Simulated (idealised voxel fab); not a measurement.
Module name: voxel wiring stack (process module)
Shown is cross-section cut, with a width of 205 nm and square cells of size 5 nm.
A cross-section is a grid of square cells, given in bands from the top down. A band is one or more rows of cells.
In this notation a band is specified by the heights of its top and bottom, in that order and in nm, after which its materials appear from left to right, each paired with its width in nm. The word "all across" attached to a single material means that material fills the band from edge to edge; the word "empty" stands for empty space.
Note: height 0 marks the level under which the wafer is uniformly one material as received. Lowest band unbounded below, written "from 0 down".
Graded width ("30 to 40"): value in top row of band = first number; value in bottom row = second number; row-to-row change constant.
Any step labelled "left unchanged" changed none of the cells in the cross-section.
The list in "Closed-off voids" covers empty spaces of 8 cells or more that cannot reach the top through any open way, and it gives each as width x height at distance; the distance is from the left edge, and width, height and distance are in nm.
The remark found on a step's line after its settings is issued by the simulator itself and pertains to that step.
The setting "overlay nm" may be written on the line of a step. When the step uses a mask, the value reports how far to the right of the planned place the mask lay, and a negative value reports that it lay to the left.
-- plan
1) RECEIVE | material Si
2) CONFORMAL_DEP | material SiO2 | thk nm 10
3) CONFORMAL_DEP | material SiN | thk nm 5
4) DIRECTIONAL_DEP | material SiO2 | thk nm 20
5) DIRECTIONAL_DEP | material aC | thk nm 15
6) PATTERN | tone open | mask id METAL_1 | material resist | width nm 25 | pitch nm 50 | thk nm 35 | overlay nm 0
7) DIRECTIONAL_ETCH | etch materials aC | depth nm 15
8) STRIP | etch materials resist
9) DIRECTIONAL_ETCH | etch materials SiO2 | depth nm 20
10) DIRECTIONAL_ETCH | etch materials SiN | depth nm 5
11) STRIP | etch materials aC
12) CONFORMAL_DEP | material TiN | thk nm 5
13) FILL_DEP | material W | thk nm 5
14) CMP | height nm 35
15) EPI | material Ru | thk nm 5
16) FILL_DEP | material SiCN | thk nm 5
17) DIRECTIONAL_DEP | material lowk | thk nm 35
18) MASKED_ETCH | tone open | mask id METAL_2_HOLES | width nm 15 | pitch nm 50 | etch materials lowk | depth nm 35 | overlay nm 0
19) MASKED_ETCH | tone open | mask id METAL_2 | width nm 25 | pitch nm 50 | etch materials lowk | depth nm 20 | overlay nm 0
20) MASKED_ETCH | tone open | mask id METAL_2 | width nm 25 | pitch nm 50 | etch materials SiCN | depth nm 5 | overlay nm 0
21) CONFORMAL_DEP | material TiN | thk nm 5
22) FILL_DEP | material Cu | thk nm 10
23) CMP | height nm 80
24) CONFORMAL_DEP | material SiCN | thk nm 5
25) DIRECTIONAL_DEP | material SiO2 | thk nm 30
26) PATTERN | tone open | mask id METAL_3_HOLES | material resist | width nm 15 | pitch nm 50 | thk nm 15 | overlay nm 0
27) DIRECTIONAL_ETCH | etch materials SiO2 | depth nm 30
28) STRIP | etch materials resist
29) DIRECTIONAL_DEP | material aC | thk nm 15
30) PATTERN | tone open | mask id METAL_3 | material resist | width nm 25 | pitch nm 50 | thk nm 35 | overlay nm 0
31) DIRECTIONAL_ETCH | etch materials aC | depth nm 15
32) STRIP | etch materials resist
33) DIRECTIONAL_ETCH | etch materials SiO2 | depth nm 20
34) DIRECTIONAL_ETCH | etch materials SiCN | depth nm 5
35) STRIP | etch materials aC
36) CONFORMAL_DEP | material TiN | thk nm 5
37) FILL_DEP | material Ru | thk nm 10
38) CMP | height nm 115
39) CONFORMAL_DEP | material SiCN | thk nm 5
-- Incoming wafer, cross-sectional view, post step 1
from 0 down: Si all across
Closed-off voids: none
-- Cross-sectional image of the first of two wafers at the end of the module, the run having proceeded as planned
from 120 to 115: SiCN all across
from 115 to 100: 40 of SiO2; 5 of TiN; 15 of Ru; 5 of TiN; 25 of SiO2; 5 of TiN; 15 of Ru; 5 of TiN; 25 of SiO2; 5 of TiN; 15 of Ru; 5 of TiN; 40 of SiO2
from 100 to 95: 40 of SiO2; 5 of TiN; 5 of Ru; 15 of TiN; 25 of SiO2; 5 of TiN; 5 of Ru; 15 of TiN; 25 of SiO2; 5 of TiN; 5 of Ru; 15 of TiN; 40 of SiO2
from 95 to 85: 40 of SiO2; 5 of TiN; 5 of Ru; 5 of TiN; 35 of SiO2; 5 of TiN; 5 of Ru; 5 of TiN; 35 of SiO2; 5 of TiN; 5 of Ru; 5 of TiN; 50 of SiO2
from 85 to 80: 40 of SiCN; 15 of TiN; 35 of SiCN; 15 of TiN; 35 of SiCN; 15 of TiN; 50 of SiCN
from 80 to 65: 40 of lowk; 5 of TiN; 15 of Cu; 5 of TiN; 25 of lowk; 5 of TiN; 15 of Cu; 5 of TiN; 25 of lowk; 5 of TiN; 15 of Cu; 5 of TiN; 40 of lowk
from 65 to 60: 40 of lowk; 5 of TiN; 5 of Cu; 15 of TiN; 25 of lowk; 5 of TiN; 5 of Cu; 15 of TiN; 25 of lowk; 5 of TiN; 5 of Cu; 15 of TiN; 40 of lowk
from 60 to 45: 40 of lowk; 5 of TiN; 5 of Cu; 5 of TiN; 35 of lowk; 5 of TiN; 5 of Cu; 5 of TiN; 35 of lowk; 5 of TiN; 5 of Cu; 5 of TiN; 50 of lowk
from 45 to 40: 40 of SiCN; 15 of TiN; 35 of SiCN; 15 of TiN; 35 of SiCN; 15 of TiN; 50 of SiCN
from 40 to 35: 35 of SiCN; 35 of Ru; 15 of SiCN; 35 of Ru; 15 of SiCN; 35 of Ru; 35 of SiCN
from 35 to 15: 40 of SiO2; 5 of TiN; 15 of W; 5 of TiN; 25 of SiO2; 5 of TiN; 15 of W; 5 of TiN; 25 of SiO2; 5 of TiN; 15 of W; 5 of TiN; 40 of SiO2
from 15 to 10: 40 of SiN; 25 of TiN; 25 of SiN; 25 of TiN; 25 of SiN; 25 of TiN; 40 of SiN
from 10 to 0: SiO2 all across
from 0 down: Si all across
Closed-off voids: none
-- Second wafer through the module, sectioned at the end: same beginning and same plan as the first wafer, with one mistake in carrying it out
from 120 to 115: SiCN all across
from 115 to 100: 40 of SiO2; 5 of SiCN; 15 of Ru; 5 of SiCN; 25 of SiO2; 5 of SiCN; 15 of Ru; 5 of SiCN; 25 of SiO2; 5 of SiCN; 15 of Ru; 5 of SiCN; 40 of SiO2
from 100 to 95: 40 of SiO2; 5 of SiCN; 5 of Ru; 15 of SiCN; 25 of SiO2; 5 of SiCN; 5 of Ru; 15 of SiCN; 25 of SiO2; 5 of SiCN; 5 of Ru; 15 of SiCN; 40 of SiO2
from 95 to 85: 40 of SiO2; 5 of SiCN; 5 of Ru; 5 of SiCN; 35 of SiO2; 5 of SiCN; 5 of Ru; 5 of SiCN; 35 of SiO2; 5 of SiCN; 5 of Ru; 5 of SiCN; 50 of SiO2
from 85 to 80: SiCN all across
from 80 to 65: 40 of lowk; 5 of TiN; 15 of Cu; 5 of TiN; 25 of lowk; 5 of TiN; 15 of Cu; 5 of TiN; 25 of lowk; 5 of TiN; 15 of Cu; 5 of TiN; 40 of lowk
from 65 to 60: 40 of lowk; 5 of TiN; 5 of Cu; 15 of TiN; 25 of lowk; 5 of TiN; 5 of Cu; 15 of TiN; 25 of lowk; 5 of TiN; 5 of Cu; 15 of TiN; 40 of lowk
from 60 to 45: 40 of lowk; 5 of TiN; 5 of Cu; 5 of TiN; 35 of lowk; 5 of TiN; 5 of Cu; 5 of TiN; 35 of lowk; 5 of TiN; 5 of Cu; 5 of TiN; 50 of lowk
from 45 to 40: 40 of SiCN; 15 of TiN; 35 of SiCN; 15 of TiN; 35 of SiCN; 15 of TiN; 50 of SiCN
from 40 to 35: 35 of SiCN; 35 of Ru; 15 of SiCN; 35 of Ru; 15 of SiCN; 35 of Ru; 35 of SiCN
from 35 to 15: 40 of SiO2; 5 of TiN; 15 of W; 5 of TiN; 25 of SiO2; 5 of TiN; 15 of W; 5 of TiN; 25 of SiO2; 5 of TiN; 15 of W; 5 of TiN; 40 of SiO2
from 15 to 10: 40 of SiN; 25 of TiN; 25 of SiN; 25 of TiN; 25 of SiN; 25 of TiN; 40 of SiN
from 10 to 0: SiO2 all across
from 0 down: Si all across
Closed-off voids: none
It is concluded that the wafer was processed incorrectly with respect to the plan, in that step 36 did not happen as planned, as run it was CONFORMAL_DEP | material SiCN | thk nm 5
Counted in cells at the end, the second wafer holds more or fewer of these materials than the first: +51 SiCN; -51 TiN
